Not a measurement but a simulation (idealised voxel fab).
A process module follows: voxel capacitor over wiring.
Xsec cut, 155 nm wide, square cell size 5 nm.
Cross-section = grid of square cells, listed top down in bands; band = one or more rows.
The entry gives the band's vertical extent as a top height and a bottom height in nm, then its horizontal make-up as materials from left to right, each with a width in nm. "air" stands for empty space; a single material marked "throughout" fills the band edge to edge.
Note: height 0 marks the level under which the wafer is uniformly one material as received. Lowest band unbounded below, written "top 0, no bottom".
Width spec "30->40" -> top row of cells at first value, bottom row at second value, equal per-row change in between.
What does "same as before" mean for a step? It means no cell of the cross-section changed in that step.
"Voids lacking openings" - sealed voids, min. 8 cells, no opening to top; format: width x height at distance (distance from left edge; nm throughout).
Text after the settings on a step's line: the simulator's own remark on that step.
"overlay nm" on a masked step: distance the mask lay right of its planned place, negative for left.
**Set out below are the planned steps of the process**
step 1: RECEIVE | material Si
step 2: CONFORMAL_DEP | material SiO2 | thk nm 15
step 3: CONFORMAL_DEP | material SiCN | thk nm 5
step 4: DIRECTIONAL_DEP | material SiO2 | thk nm 20
step 5: DIRECTIONAL_DEP | material aC | thk nm 10
step 6: PATTERN | tone open | mask id METAL_1 | material resist | width nm 30 | pitch nm 85 | thk nm 30 | overlay nm 0
step 7: DIRECTIONAL_ETCH | etch materials aC | depth nm 10
step 8: STRIP | etch materials resist
step 9: DIRECTIONAL_ETCH | etch materials SiO2 | depth nm 20
step 10: DIRECTIONAL_ETCH | etch materials SiCN | depth nm 5
step 11: STRIP | etch materials aC
step 12: CONFORMAL_DEP | material TiN | thk nm 5
step 13: FILL_DEP | material Cu | thk nm 10
step 14: CMP | height nm 40
step 15: EPI | material Ru | thk nm 5
step 16: FILL_DEP | material SiCN | thk nm 5
step 17: DIRECTIONAL_DEP | material lowk | thk nm 20
step 18: DIRECTIONAL_DEP | material aC | thk nm 10
step 19: PATTERN | tone open | mask id PLUG_1 | material resist | width nm 15 | thk nm 30 | overlay nm -15
step 20: DIRECTIONAL_ETCH | etch materials aC | depth nm 10
step 21: STRIP | etch materials resist
step 22: DIRECTIONAL_ETCH | etch materials lowk | depth nm 20
step 23: DIRECTIONAL_ETCH | etch materials SiCN | depth nm 5
step 24: STRIP | etch materials aC
step 25: EPI | material Ru | thk nm 10
step 26: EPI | material Ru | thk nm 10
step 27: EPI | material Ru | thk nm 5
step 28: DIRECTIONAL_DEP | material TiN | thk nm 5
step 29: DIRECTIONAL_DEP | material HfO2 | thk nm 5
step 30: DIRECTIONAL_DEP | material TiN | thk nm 5
step 31: PATTERN | tone cover | mask id UPPER_PLATE | material resist | width nm 60 | thk nm 15 | overlay nm 0
step 32: DIRECTIONAL_ETCH | etch materials TiN | depth nm 5
step 33: DIRECTIONAL_ETCH | etch materials HfO2 | depth nm 5
step 34: STRIP | etch materials resist
step 35: DIRECTIONAL_DEP | material aC | thk nm 15
step 36: PATTERN | tone cover | mask id LOWER_PLATE | material resist | width nm 70 | thk nm 35 | overlay nm 0
step 37: DIRECTIONAL_ETCH | etch materials aC | depth nm 15
step 38: STRIP | etch materials resist
step 39: DIRECTIONAL_ETCH | etch materials TiN | depth nm 5
step 40: STRIP | etch materials aC
step 41: FILL_DEP | material SiO2 | thk nm 15
step 42: CMP | height nm 95
step 43: MASKED_ETCH | tone open | mask id PLUG_2 | width nm 15 | etch materials SiO2 | depth nm 10 | overlay nm 0
step 44: CONFORMAL_DEP | material TiN | thk nm 5
step 45: FILL_DEP | material W | thk nm 10
step 46: CMP | height nm 95
step 47: CONFORMAL_DEP | material SiCN | thk nm 5
Same starting wafers, different overlay nm at step 19. Plan value belongs to the first wafer.
**Cut through the first of several wafers as received, post step 1**
* top 0, no bottom  Si throughout
* Voids lacking openings: none
**End of module, by wafer: material-by-material cell gain (+) or loss (-) since receipt, then closed voids**
overlay nm -15; +32 Cu; +12 HfO2; +31 Ru; +93 SiCN; +280 SiO2; +59 TiN; +1 W; +112 lowk; Voids lacking openings: none
overlay nm -10; +32 Cu; +12 HfO2; +31 Ru; +93 SiCN; +280 SiO2; +59 TiN; +1 W; +112 lowk; Voids lacking openings: none
overlay nm -5; +32 Cu; +12 HfO2; +31 Ru; +93 SiCN; +280 SiO2; +59 TiN; +1 W; +112 lowk; Voids lacking openings: none
overlay nm 0; +32 Cu; +12 HfO2; +31 Ru; +93 SiCN; +280 SiO2; +59 TiN; +1 W; +112 lowk; Voids lacking openings: none
overlay nm 5; +32 Cu; +12 HfO2; +31 Ru; +93 SiCN; +280 SiO2; +59 TiN; +1 W; +112 lowk; Voids lacking openings: none
overlay nm 10; +32 Cu; +12 HfO2; +31 Ru; +93 SiCN; +280 SiO2; +59 TiN; +1 W; +112 lowk; Voids lacking openings: none
overlay nm 15; +32 Cu; +12 HfO2; +31 Ru; +93 SiCN; +280 SiO2; +59 TiN; +1 W; +112 lowk; Voids lacking openings: none
